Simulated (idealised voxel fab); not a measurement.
Proc. module: voxel ribs on slabs
The width of the displayed cross-section, cut, is 140 nm; its cells are square, with a size of 5 nm.
Think of the cross-section as a grid of square cells. We describe it in bands, top to bottom, and each band covers one or more rows of those cells. For a band, the entry starts with two heights in nm, that of the top and then that of the bottom, and carries on with the band's materials in order from left to right, each alongside its width in nm; the word "full width" beside a single material means it fills the band edge to edge, and "empty" means empty space. Height reference: 0 = level under which incoming wafer is all one material. Lowest band: no bottom, runs on downward, e.g. "0 and below". It should be noted that a width expressed as "30->40" varies in equal increments from row to row of cells within the band, taking the value of the first number at the top row and that of the second number at the bottom row. The cross-section has no changed cell in any step marked "no alteration". Voids not open to the top, 8 cells minimum: see "Closed void table". Written width x height at distance; distance is from the left edge; nm. Anything after a step's settings on that line? It's the simulator's own note about the step. overlay nm: step with mask; distance mask lay right of planned place; negative value = left of planned place.
# Planned process steps
1. RECEIVE: material Si
2. DIRECTIONAL_DEP: material SiO2, thk nm 20
3. DIRECTIONAL_DEP: material polySi, thk nm 15
4. MASKED_ETCH: tone cover, mask id RIB, width nm 15, etch materials polySi, depth nm 10, overlay nm 0
5. MASKED_ETCH: tone cover, mask id SLAB, width nm 45, etch materials polySi, depth nm 5, overlay nm 0
6. FILL_DEP: material SiO2, thk nm 20
7. CMP: height nm 50
8. DIRECTIONAL_DEP: material W, thk nm 5
9. DIRECTIONAL_DEP: material aC, thk nm 10
10. PATTERN: tone cover, mask id HEATER, material resist, width nm 25, thk nm 30, overlay nm 0
11. DIRECTIONAL_ETCH: etch materials aC, depth nm 10
12. STRIP: etch materials resist
13. DIRECTIONAL_ETCH: etch materials W, depth nm 5
14. STRIP: etch materials aC
15. CONFORMAL_DEP: material SiN, thk nm 5
# Cross-section of the wafer as it came to us, i.e., already through step 1
* 0 and below | Si full width
* Closed void table: none
# Look at the cross-section after the module: the wafer started out the way shown above and the plan was the one shown above, yet one mistake was made along the way
* 60 down to 55 | 50 of empty / 35 of SiN / 55 of empty
* 55 down to 50 | 55 of SiN / 25 of W / 60 of SiN
* 50 down to 35 | SiO2 full width
* 35 down to 30 | 45 of SiO2 / 15 of polySi / 15 of SiO2 / 15 of polySi / 50 of SiO2
* 30 down to 25 | 60 of polySi / 15 of SiO2 / 65 of polySi
* 25 down to 20 | polySi full width
* 20 down to 0 | SiO2 full width
* 0 and below | Si full width
* Closed void table: none
Misprocessing identified: step 4 deviated from plan and actually ran as MASKED_ETCH: tone open, mask id RIB, width nm 15, etch materials polySi, depth nm 10, overlay nm 0
